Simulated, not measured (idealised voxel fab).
Module name: voxel spacer lines (process module)
Section cut is 300 nm wide and gridded with 5 nm square cells.
How to read a cross-section here: the picture is a grid of square cells, written as bands going from the top down, and any band can span one or more rows of cells. Heights first: top, then bottom, in nm. Then materials, left to right, each with a width in nm. "everywhere" on a single material: fills the band edge to edge. "air": empty space. Height reference: 0 = level under which incoming wafer is all one material. Lowest band: no bottom, runs on downward, e.g. "0 -> down". Quick explanation for "30->40": the width changes in equal steps down the rows of cells, from the first number in the band's top row to the second number in its bottom row. "no modification" means the step left every cell of the cross-section as it was. "Tabulated closed voids" enumerates empty spaces isolated from the top, with no open way to it, that contain at least 8 cells, giving each as width x height at distance from the left edge, all three in nm. What comes after the settings on a step's line is commentary from the simulator itself on that step. A step's line can hold "overlay nm"; with a mask on that step, the setting says how far right of the planned place the mask lay, while a negative setting says it lay to the left.

BELOW IS THE LIST OF PLANNED PROCESS STEPS
| 1 | RECEIVE,material Si |
| 2 | CONFORMAL_DEP,material SiO2,thk nm 10 |
| 3 | DIRECTIONAL_DEP,material polySi,thk nm 15 |
| 4 | DIRECTIONAL_DEP,material aC,thk nm 25 |
| 5 | PATTERN,tone cover,mask id MANDREL,material resist,width nm 15,pitch nm 50,thk nm 30,overlay nm 0 |
| 6 | DIRECTIONAL_ETCH,etch materials aC,depth nm 25 |
| 7 | STRIP,etch materials resist |
| 8 | CONFORMAL_DEP,material SiN,thk nm 10 |
| 9 | DIRECTIONAL_ETCH,etch materials SiN,depth nm 10 |
| 10 | STRIP,etch materials aC |
| 11 | DIRECTIONAL_ETCH,etch materials polySi,depth nm 15 |
| 12 | STRIP,etch materials SiN |
| 13 | FILL_DEP,material lowk,thk nm 5 |
| 14 | CMP,height nm 15 |
What sets these wafers apart? The height nm at step 14. They all start alike, and the plan carries the first wafer's value.

SO THIS IS THE FIRST OF SEVERAL WAFERS, CROSS-SECTIONED AS IT CAME TO US, MEANING IT'S AT THE END OF STEP 1
    0 -> down: Si everywhere
    Tabulated closed voids: none

FIRST OF SEVERAL WAFERS, SECTIONED AT END OF MODULE (LAST STEP: STEP 14)
    15 -> 10: 105 lowk / 10 polySi / 15 lowk / 10 polySi / 15 lowk / 10 polySi / 15 lowk / 10 polySi / 110 lowk
    10 -> 0: SiO2 everywhere
    0 -> down: Si everywhere
    Tabulated closed voids: none

CROSS-SECTION OF THE FINAL WAFER AMONG SEVERAL, TAKEN AT THE END OF THE MODULE
    30 -> 25: lowk everywhere
    25 -> 10: 105 lowk / 10 polySi / 15 lowk / 10 polySi / 15 lowk / 10 polySi / 15 lowk / 10 polySi / 110 lowk
    10 -> 0: SiO2 everywhere
    0 -> down: Si everywhere
    Tabulated closed voids: none

TABULATED BELOW, WAFER BY WAFER, ARE THE END-OF-MODULE RESULTS: FOR EACH MATERIAL, THE NUMBER OF CELLS GAINED (+) OR LOST (-) RELATIVE TO THE AS-RECEIVED STATE, FOLLOWED BY THE CLOSED VOIDS
height nm 15, +120 SiO2, +52 lowk, +8 polySi, Tabulated closed voids: none
height nm 20, +120 SiO2, +104 lowk, +16 polySi, Tabulated closed voids: none
height nm 25, +120 SiO2, +156 lowk, +24 polySi, Tabulated closed voids: none
height nm 30, +120 SiO2, +216 lowk, +24 polySi, Tabulated closed voids: none
